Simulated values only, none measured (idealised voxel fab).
voxel wiring stack: a process module
Cross-section cut: width 230 nm, square cells of 5 nm.
Cross-section, as written here: a square-cell grid given band by band from the top down, where a band holds one or more rows of cells.
Top, bottom (nm), then materials left to right with widths (nm); lone material tagged "full width" fills the whole band edge to edge; "empty" = empty space.
Note: height 0 marks the level under which the wafer is uniformly one material as received. Lowest band unbounded below, written "0 down".
The two numbers in a width such as "30 to 40" mark its ends across the band: the first belongs to the top row of cells, the second to the bottom row, and from each row to the next the width moves by the same amount.
Where a step carries "remained the same", the cross-section came out of it unchanged, cell for cell.
The entry titled "Voids, enclosed" provides the empty spaces that have no open way to the top, restricted to those of 8 cells or more. Each is presented as width x height at distance, the distance being measured from the left edge, with all three in nm.
Where a step's line continues beyond its settings, the continuation is a remark by the simulator itself on that step.
If you see "overlay nm" on a step's line and that step has a mask, it's telling you how far right of where it was planned the mask ended up; a negative number means it went left instead.

-- Process steps foreseen in the plan
1 RECEIVE | material Si
2 CONFORMAL_DEP | material SiO2 | thk nm 10
3 DIRECTIONAL_DEP | material TiN | thk nm 5
4 DIRECTIONAL_DEP | material W | thk nm 15
5 MASKED_ETCH | tone cover | mask id METAL_1 | width nm 30 | pitch nm 60 | etch materials W | depth nm 15 | overlay nm 0
6 MASKED_ETCH | tone cover | mask id METAL_1 | width nm 30 | pitch nm 60 | etch materials TiN | depth nm 5 | overlay nm 0
7 FILL_DEP | material SiO2 | thk nm 5
8 CMP | height nm 30
9 CONFORMAL_DEP | material SiCN | thk nm 5
10 DIRECTIONAL_DEP | material SiO2 | thk nm 25
11 DIRECTIONAL_DEP | material aC | thk nm 10
12 PATTERN | tone open | mask id METAL_2_HOLES | material resist | width nm 15 | pitch nm 60 | thk nm 25 | overlay nm 0
13 DIRECTIONAL_ETCH | etch materials aC | depth nm 10
14 STRIP | etch materials resist
15 DIRECTIONAL_ETCH | etch materials SiO2 | depth nm 25
16 STRIP | etch materials aC
17 PATTERN | tone open | mask id METAL_2 | material resist | width nm 30 | pitch nm 60 | thk nm 20 | overlay nm 0
18 DIRECTIONAL_ETCH | etch materials SiO2 | depth nm 15
19 DIRECTIONAL_ETCH | etch materials SiCN | depth nm 5
20 STRIP | etch materials resist
21 CONFORMAL_DEP | material TiN | thk nm 5
22 FILL_DEP | material Cu | thk nm 5
23 CMP | height nm 60
24 CONFORMAL_DEP | material SiCN | thk nm 5

-- This is the cross-section of the wafer as we received it, i.e. after step 1
> 0 down  Si full width
> Voids, enclosed: none

-- Same starting wafer, same plan as above, one mistake in the execution; this is the cross-section at the end of the module
> 65 to 60  SiCN full width
> 60 to 45  40 SiO2  5 TiN  20 Cu  5 TiN  30 SiO2  5 TiN  20 Cu  5 TiN  30 SiO2  5 TiN  20 Cu  5 TiN  40 SiO2
> 45 to 35  40 SiO2  5 TiN  5 Cu  20 to 5 TiN  30 to 45 SiO2  5 TiN  5 Cu  20 to 5 TiN  30 to 45 SiO2  5 TiN  5 Cu  20 to 5 TiN  40 to 55 SiO2
> 35 to 30  40 SiCN  15 TiN  45 SiCN  15 TiN  45 SiCN  15 TiN  55 SiCN
> 30 to 15  40 SiO2  30 W  30 SiO2  30 W  30 SiO2  30 W  40 SiO2
> 15 to 10  40 SiO2  30 TiN  30 SiO2  30 TiN  30 SiO2  30 TiN  40 SiO2
> 10 to 0  SiO2 full width
> 0 down  Si full width
> Voids, enclosed: none
Which mistake was made when the wafer was run? step 18 did not happen as planned, as run it was DIRECTIONAL_ETCH | etch materials SiO2 | depth nm 20
